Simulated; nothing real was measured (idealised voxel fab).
You're looking at the process module voxel capacitor over wiring.
The cross-section shown here is cut; it is 210 nm wide and divided into square cells measuring 5 nm on a side.
Bands, listed from the top down, are how a cross-section gets written in this document; the cross-section itself is a grid of square cells, and a band is one or more rows of them. Basically the band line says how high the top is and how high the bottom is, in nm, and then what's in it from left to right, every material with its width in nm. Empty space shows up as "empty", and if a single material carries "edge to edge" it runs the full band edge to edge. It should be noted that heights are counted from 0, beneath which the wafer as supplied is of one material throughout, and that the lowest band possesses no lower boundary but continues downward, as written in "from 0 down". A width such as "30 to 40" changes by the same amount from each row of cells to the next, from the band's top row to its bottom row. No cell of the cross-section changed in a step that is given as "remained unchanged". This entry, "Closed void inventory", enumerates those empty regions of no fewer than 8 cells that possess no open connection to the top. Each region is reported in the form width x height at distance, the distance being taken from the left edge, with all three quantities expressed in nm. It should be noted that, on the line of a given step, the content following the step's settings is a remark produced by the simulator itself with respect to that step. A step line may carry the setting "overlay nm", which, for steps involving a mask, states the distance by which the mask lay to the right of its intended position; negative values denote displacement to the left.
Steps in the process plan
- 1: RECEIVE (material Si)
- 2: CONFORMAL_DEP (material SiO2; thk nm 15)
- 3: CONFORMAL_DEP (material SiCN; thk nm 5)
- 4: DIRECTIONAL_DEP (material SiO2; thk nm 25)
- 5: MASKED_ETCH (tone open; mask id METAL_1; width nm 25; pitch nm 75; etch materials SiO2; depth nm 25; overlay nm 0)
- 6: MASKED_ETCH (tone open; mask id METAL_1; width nm 25; pitch nm 75; etch materials SiCN; depth nm 5; overlay nm 0)
- 7: CONFORMAL_DEP (material TiN; thk nm 5)
- 8: FILL_DEP (material W; thk nm 10)
- 9: CMP (height nm 45)
- 10: EPI (material Ru; thk nm 5)
- 11: FILL_DEP (material SiCN; thk nm 5)
- 12: DIRECTIONAL_DEP (material SiO2; thk nm 10)
- 13: MASKED_ETCH (tone open; mask id PLUG_1; width nm 15; etch materials SiO2; depth nm 10; overlay nm 0)
- 14: MASKED_ETCH (tone open; mask id PLUG_1; width nm 15; etch materials SiCN; depth nm 5; overlay nm 0)
- 15: CONFORMAL_DEP (material TiN; thk nm 5)
- 16: FILL_DEP (material W; thk nm 5)
- 17: CMP (height nm 65)
- 18: DIRECTIONAL_DEP (material TiN; thk nm 10)
- 19: DIRECTIONAL_DEP (material Al2O3; thk nm 5)
- 20: DIRECTIONAL_DEP (material TiN; thk nm 10)
- 21: PATTERN (tone cover; mask id UPPER_PLATE; material resist; width nm 55; thk nm 20; overlay nm 0)
- 22: DIRECTIONAL_ETCH (etch materials TiN; depth nm 10)
- 23: DIRECTIONAL_ETCH (etch materials Al2O3; depth nm 5)
- 24: STRIP (etch materials resist)
- 25: PATTERN (tone cover; mask id LOWER_PLATE; material resist; width nm 65; thk nm 15; overlay nm 0)
- 26: DIRECTIONAL_ETCH (etch materials TiN; depth nm 10)
- 27: STRIP (etch materials resist)
- 28: FILL_DEP (material SiO2; thk nm 20)
- 29: CMP (height nm 105)
- 30: PATTERN (tone open; mask id PLUG_2; material resist; width nm 15; thk nm 20; overlay nm 0)
- 31: DIRECTIONAL_ETCH (etch materials SiO2; depth nm 15)
- 32: STRIP (etch materials resist)
- 33: CONFORMAL_DEP (material TiN; thk nm 5)
- 34: FILL_DEP (material Ru; thk nm 5)
- 35: CMP (height nm 105)
- 36: CONFORMAL_DEP (material SiCN; thk nm 5)
Of two wafers, the first: run according to plan
As received (post step 1): cross-section
> from 0 down = Si edge to edge
> Closed void inventory: none
after step 2
> from 15 to 0 = SiO2 edge to edge
> Under 0: no change, same as before.
after step 3
> from 20 to 15 = SiCN edge to edge
> Under 15: no change, same as before.
after step 4
> from 45 to 20 = SiO2 edge to edge
> Under 20: no change, same as before.
after step 5
> from 45 to 20 = 55 of SiO2; 25 of empty; 50 of SiO2; 25 of empty; 55 of SiO2
> Under 20: no change, same as before.
after step 6
> from 45 to 20 = 55 of SiO2; 25 of empty; 50 of SiO2; 25 of empty; 55 of SiO2
> from 20 to 15 = 55 of SiCN; 25 of empty; 50 of SiCN; 25 of empty; 55 of SiCN
> Under 15: no change, same as before.
after step 7
> from 50 to 45 = 60 of TiN; 15 of empty; 60 of TiN; 15 of empty; 60 of TiN
> from 45 to 20 = 55 of SiO2; 5 of TiN; 15 of empty; 5 of TiN; 50 of SiO2; 5 of TiN; 15 of empty; 5 of TiN; 55 of SiO2
> from 20 to 15 = 55 of SiCN; 25 of TiN; 50 of SiCN; 25 of TiN; 55 of SiCN
> Under 15: no change, same as before.
after step 8
> from 60 to 50 = W edge to edge
> from 50 to 45 = 60 of TiN; 15 of W; 60 of TiN; 15 of W; 60 of TiN
> from 45 to 20 = 55 of SiO2; 5 of TiN; 15 of W; 5 of TiN; 50 of SiO2; 5 of TiN; 15 of W; 5 of TiN; 55 of SiO2
> Under 20: no change, same as before.
after step 9
> from 45 to 20 = 55 of SiO2; 5 of TiN; 15 of W; 5 of TiN; 50 of SiO2; 5 of TiN; 15 of W; 5 of TiN; 55 of SiO2
> Under 20: no change, same as before.
after step 10
> from 50 to 45 = 50 of empty; 35 of Ru; 40 of empty; 35 of Ru; 50 of empty
> Under 45: no change, same as before.
after step 11
> from 55 to 50 = SiCN edge to edge
> from 50 to 45 = 50 of SiCN; 35 of Ru; 40 of SiCN; 35 of Ru; 50 of SiCN
> Under 45: no change, same as before.
after step 12
> from 65 to 55 = SiO2 edge to edge
> Under 55: no change, same as before.
after step 13
> from 65 to 55 = 65 of SiO2; 15 of empty; 130 of SiO2
> Under 55: no change, same as before.
after step 14
> from 65 to 55 = 65 of SiO2; 15 of empty; 130 of SiO2
> from 55 to 50 = 65 of SiCN; 15 of empty; 130 of SiCN
> Under 50: no change, same as before.
after step 15
> from 70 to 65 = 70 of TiN; 5 of empty; 135 of TiN
> from 65 to 55 = 65 of SiO2; 5 of TiN; 5 of empty; 5 of TiN; 130 of SiO2
> from 55 to 50 = 65 of SiCN; 15 of TiN; 130 of SiCN
> Under 50: no change, same as before.
after step 16
> from 75 to 70 = W edge to edge
> from 70 to 65 = 70 of TiN; 5 of W; 135 of TiN
> from 65 to 55 = 65 of SiO2; 5 of TiN; 5 of W; 5 of TiN; 130 of SiO2
> Under 55: no change, same as before.
after step 17
> from 65 to 55 = 65 of SiO2; 5 of TiN; 5 of W; 5 of TiN; 130 of SiO2
> Under 55: no change, same as before.
after step 18
> from 75 to 65 = TiN edge to edge
> Under 65: no change, same as before.
after step 19
> from 80 to 75 = Al2O3 edge to edge
> Under 75: no change, same as before.
after step 20
> from 90 to 80 = TiN edge to edge
> Under 80: no change, same as before.
after step 21
> from 110 to 90 = 65 of empty; 55 of resist; 90 of empty
> Under 90: no change, same as before.
after step 22
> from 110 to 90 = 65 of empty; 55 of resist; 90 of empty
> from 90 to 80 = 65 of empty; 55 of TiN; 90 of empty
> Under 80: no change, same as before.
after step 23
> from 110 to 90 = 65 of empty; 55 of resist; 90 of empty
> from 90 to 80 = 65 of empty; 55 of TiN; 90 of empty
> from 80 to 75 = 65 of empty; 55 of Al2O3; 90 of empty
> Under 75: no change, same as before.
after step 24
> from 90 to 80 = 65 of empty; 55 of TiN; 90 of empty
> Under 80: no change, same as before.
after step 25
> from 105 to 90 = 60 of empty; 65 of resist; 85 of empty
> from 90 to 80 = 60 of empty; 5 of resist; 55 of TiN; 5 of resist; 85 of empty
> from 80 to 75 = 60 of empty; 5 of resist; 55 of Al2O3; 5 of resist; 85 of empty
> Under 75: no change, same as before.
after step 26
> from 105 to 90 = 60 of empty; 65 of resist; 85 of empty
> from 90 to 80 = 60 of empty; 5 of resist; 55 of TiN; 5 of resist; 85 of empty
> from 80 to 75 = 60 of empty; 5 of resist; 55 of Al2O3; 5 of resist; 85 of empty
> from 75 to 65 = 60 of empty; 65 of TiN; 85 of empty
> Under 65: no change, same as before.
after step 27
> from 90 to 80 = 65 of empty; 55 of TiN; 90 of empty
> from 80 to 75 = 65 of empty; 55 of Al2O3; 90 of empty
> Under 75: no change, same as before.
after step 28
> from 110 to 90 = SiO2 edge to edge
> from 90 to 80 = 65 of SiO2; 55 of TiN; 90 of SiO2
> from 80 to 75 = 65 of SiO2; 55 of Al2O3; 90 of SiO2
> from 75 to 65 = 60 of SiO2; 65 of TiN; 85 of SiO2
> Under 65: no change, same as before.
after step 29
> from 105 to 90 = SiO2 edge to edge
> Under 90: no change, same as before.
after step 30
> from 125 to 105 = 75 of resist; 15 of empty; 120 of resist
> Under 105: no change, same as before.
after step 31
> from 125 to 105 = 75 of resist; 15 of empty; 120 of resist
> from 105 to 90 = 75 of SiO2; 15 of empty; 120 of SiO2
> Under 90: no change, same as before.
after step 32
> from 105 to 90 = 75 of SiO2; 15 of empty; 120 of SiO2
> Under 90: no change, same as before.
after step 33
> from 110 to 105 = 80 of TiN; 5 of empty; 125 of TiN
> from 105 to 95 = 75 of SiO2; 5 of TiN; 5 of empty; 5 of TiN; 120 of SiO2
> from 95 to 90 = 75 of SiO2; 15 of TiN; 120 of SiO2
> Under 90: no change, same as before.
after step 34
> from 115 to 110 = Ru edge to edge
> from 110 to 105 = 80 of TiN; 5 of Ru; 125 of TiN
> from 105 to 95 = 75 of SiO2; 5 of TiN; 5 of Ru; 5 of TiN; 120 of SiO2
> Under 95: no change, same as before.
after step 35
> from 105 to 95 = 75 of SiO2; 5 of TiN; 5 of Ru; 5 of TiN; 120 of SiO2
> Under 95: no change, same as before.
after step 36
> from 110 to 105 = SiCN edge to edge
> Under 105: no change, same as before.
Second wafer, same starting state and plan as the first, one mistake in the run, identical through step 1
Second wafer profile in section, at the moment step 2 of the plan was meant to be complete
> from 30 to 0 = SiO2 edge to edge
> Under 0: no change, same as before.
Second wafer profile in section, at the moment step 3 of the plan was meant to be complete
> from 35 to 30 = SiCN edge to edge
> Under 30: no change, same as before.
Second wafer profile in section, at the moment step 4 of the plan was meant to be complete
> from 60 to 35 = SiO2 edge to edge
> Under 35: no change, same as before.
Second wafer profile in section, at the moment step 5 of the plan was meant to be complete
> from 60 to 35 = 55 of SiO2; 25 of empty; 50 of SiO2; 25 of empty; 55 of SiO2
> Under 35: no change, same as before.
Second wafer profile in section, at the moment step 6 of the plan was meant to be complete
> from 60 to 35 = 55 of SiO2; 25 of empty; 50 of SiO2; 25 of empty; 55 of SiO2
> from 35 to 30 = 55 of SiCN; 25 of empty; 50 of SiCN; 25 of empty; 55 of SiCN
> Under 30: no change, same as before.
Second wafer profile in section, at the moment step 7 of the plan was meant to be complete
> from 65 to 60 = 60 of TiN; 15 of empty; 60 of TiN; 15 of empty; 60 of TiN
> from 60 to 35 = 55 of SiO2; 5 of TiN; 15 of empty; 5 of TiN; 50 of SiO2; 5 of TiN; 15 of empty; 5 of TiN; 55 of SiO2
> from 35 to 30 = 55 of SiCN; 25 of TiN; 50 of SiCN; 25 of TiN; 55 of SiCN
> Under 30: no change, same as before.
Second wafer profile in section, at the moment step 8 of the plan was meant to be complete
> from 75 to 65 = W edge to edge
> from 65 to 60 = 60 of TiN; 15 of W; 60 of TiN; 15 of W; 60 of TiN
> from 60 to 35 = 55 of SiO2; 5 of TiN; 15 of W; 5 of TiN; 50 of SiO2; 5 of TiN; 15 of W; 5 of TiN; 55 of SiO2
> Under 35: no change, same as before.
Second wafer profile in section, at the moment step 9 of the plan was meant to be complete
> from 45 to 35 = 55 of SiO2; 5 of TiN; 15 of W; 5 of TiN; 50 of SiO2; 5 of TiN; 15 of W; 5 of TiN; 55 of SiO2
> Under 35: no change, same as before.
Second wafer profile in section, at the moment step 10 of the plan was meant to be complete
> from 50 to 45 = 50 of empty; 35 of Ru; 40 of empty; 35 of Ru; 50 of empty
> Under 45: no change, same as before.
Second wafer profile in section, at the moment step 11 of the plan was meant to be complete
> from 55 to 50 = SiCN edge to edge
> from 50 to 45 = 50 of SiCN; 35 of Ru; 40 of SiCN; 35 of Ru; 50 of SiCN
> Under 45: no change, same as before.
Second wafer profile in section, at the moment step 12 of the plan was meant to be complete
> from 65 to 55 = SiO2 edge to edge
> Under 55: no change, same as before.
Second wafer profile in section, at the moment step 13 of the plan was meant to be complete
> from 65 to 55 = 65 of SiO2; 15 of empty; 130 of SiO2
> Under 55: no change, same as before.
Second wafer profile in section, at the moment step 14 of the plan was meant to be complete
> from 65 to 55 = 65 of SiO2; 15 of empty; 130 of SiO2
> from 55 to 50 = 65 of SiCN; 15 of empty; 130 of SiCN
> Under 50: no change, same as before.
Second wafer profile in section, at the moment step 15 of the plan was meant to be complete
> from 70 to 65 = 70 of TiN; 5 of empty; 135 of TiN
> from 65 to 55 = 65 of SiO2; 5 of TiN; 5 of empty; 5 of TiN; 130 of SiO2
> from 55 to 50 = 65 of SiCN; 15 of TiN; 130 of SiCN
> Under 50: no change, same as before.
Second wafer profile in section, at the moment step 16 of the plan was meant to be complete
> from 75 to 70 = W edge to edge
> from 70 to 65 = 70 of TiN; 5 of W; 135 of TiN
> from 65 to 55 = 65 of SiO2; 5 of TiN; 5 of W; 5 of TiN; 130 of SiO2
> Under 55: no change, same as before.
Second wafer profile in section, at the moment step 17 of the plan was meant to be complete
> from 65 to 55 = 65 of SiO2; 5 of TiN; 5 of W; 5 of TiN; 130 of SiO2
> Under 55: no change, same as before.
Second wafer profile in section, at the moment step 18 of the plan was meant to be complete
> from 75 to 65 = TiN edge to edge
> Under 65: no change, same as before.
Second wafer profile in section, at the moment step 19 of the plan was meant to be complete
> from 80 to 75 = Al2O3 edge to edge
> Under 75: no change, same as before.
Second wafer profile in section, at the moment step 20 of the plan was meant to be complete
> from 90 to 80 = TiN edge to edge
> Under 80: no change, same as before.
Second wafer profile in section, at the moment step 21 of the plan was meant to be complete
> from 110 to 90 = 65 of empty; 55 of resist; 90 of empty
> Under 90: no change, same as before.
Second wafer profile in section, at the moment step 22 of the plan was meant to be complete
> from 110 to 90 = 65 of empty; 55 of resist; 90 of empty
> from 90 to 80 = 65 of empty; 55 of TiN; 90 of empty
> Under 80: no change, same as before.
Second wafer profile in section, at the moment step 23 of the plan was meant to be complete
> from 110 to 90 = 65 of empty; 55 of resist; 90 of empty
> from 90 to 80 = 65 of empty; 55 of TiN; 90 of empty
> from 80 to 75 = 65 of empty; 55 of Al2O3; 90 of empty
> Under 75: no change, same as before.
Second wafer profile in section, at the moment step 24 of the plan was meant to be complete
> from 90 to 80 = 65 of empty; 55 of TiN; 90 of empty
> Under 80: no change, same as before.
Second wafer profile in section, at the moment step 25 of the plan was meant to be complete
> from 105 to 90 = 60 of empty; 65 of resist; 85 of empty
> from 90 to 80 = 60 of empty; 5 of resist; 55 of TiN; 5 of resist; 85 of empty
> from 80 to 75 = 60 of empty; 5 of resist; 55 of Al2O3; 5 of resist; 85 of empty
> Under 75: no change, same as before.
Second wafer profile in section, at the moment step 26 of the plan was meant to be complete
> from 105 to 90 = 60 of empty; 65 of resist; 85 of empty
> from 90 to 80 = 60 of empty; 5 of resist; 55 of TiN; 5 of resist; 85 of empty
> from 80 to 75 = 60 of empty; 5 of resist; 55 of Al2O3; 5 of resist; 85 of empty
> from 75 to 65 = 60 of empty; 65 of TiN; 85 of empty
> Under 65: no change, same as before.
Second wafer profile in section, at the moment step 27 of the plan was meant to be complete
> from 90 to 80 = 65 of empty; 55 of TiN; 90 of empty
> from 80 to 75 = 65 of empty; 55 of Al2O3; 90 of empty
> Under 75: no change, same as before.
Second wafer profile in section, at the moment step 28 of the plan was meant to be complete
> from 110 to 90 = SiO2 edge to edge
> from 90 to 80 = 65 of SiO2; 55 of TiN; 90 of SiO2
> from 80 to 75 = 65 of SiO2; 55 of Al2O3; 90 of SiO2
> from 75 to 65 = 60 of SiO2; 65 of TiN; 85 of SiO2
> Under 65: no change, same as before.
Second wafer profile in section, at the moment step 29 of the plan was meant to be complete
> from 105 to 90 = SiO2 edge to edge
> Under 90: no change, same as before.
Second wafer profile in section, at the moment step 30 of the plan was meant to be complete
> from 125 to 105 = 75 of resist; 15 of empty; 120 of resist
> Under 105: no change, same as before.
Second wafer profile in section, at the moment step 31 of the plan was meant to be complete
> from 125 to 105 = 75 of resist; 15 of empty; 120 of resist
> from 105 to 90 = 75 of SiO2; 15 of empty; 120 of SiO2
> Under 90: no change, same as before.
Second wafer profile in section, at the moment step 32 of the plan was meant to be complete
> from 105 to 90 = 75 of SiO2; 15 of empty; 120 of SiO2
> Under 90: no change, same as before.
Second wafer profile in section, at the moment step 33 of the plan was meant to be complete
> from 110 to 105 = 80 of TiN; 5 of empty; 125 of TiN
> from 105 to 95 = 75 of SiO2; 5 of TiN; 5 of empty; 5 of TiN; 120 of SiO2
> from 95 to 90 = 75 of SiO2; 15 of TiN; 120 of SiO2
> Under 90: no change, same as before.
Second wafer profile in section, at the moment step 34 of the plan was meant to be complete
> from 115 to 110 = Ru edge to edge
> from 110 to 105 = 80 of TiN; 5 of Ru; 125 of TiN
> from 105 to 95 = 75 of SiO2; 5 of TiN; 5 of Ru; 5 of TiN; 120 of SiO2
> Under 95: no change, same as before.
Second wafer profile in section, at the moment step 35 of the plan was meant to be complete
> from 105 to 95 = 75 of SiO2; 5 of TiN; 5 of Ru; 5 of TiN; 120 of SiO2
> Under 95: no change, same as before.
Second wafer profile in section, at the moment step 36 of the plan was meant to be complete
> from 110 to 105 = SiCN edge to edge
> Under 105: no change, same as before.
Processing error: step 2 was run twice
Final difference in cells, second wafer against first, listed per material as more or fewer: 30 more of SiO2; 12 fewer of TiN; 18 fewer of W
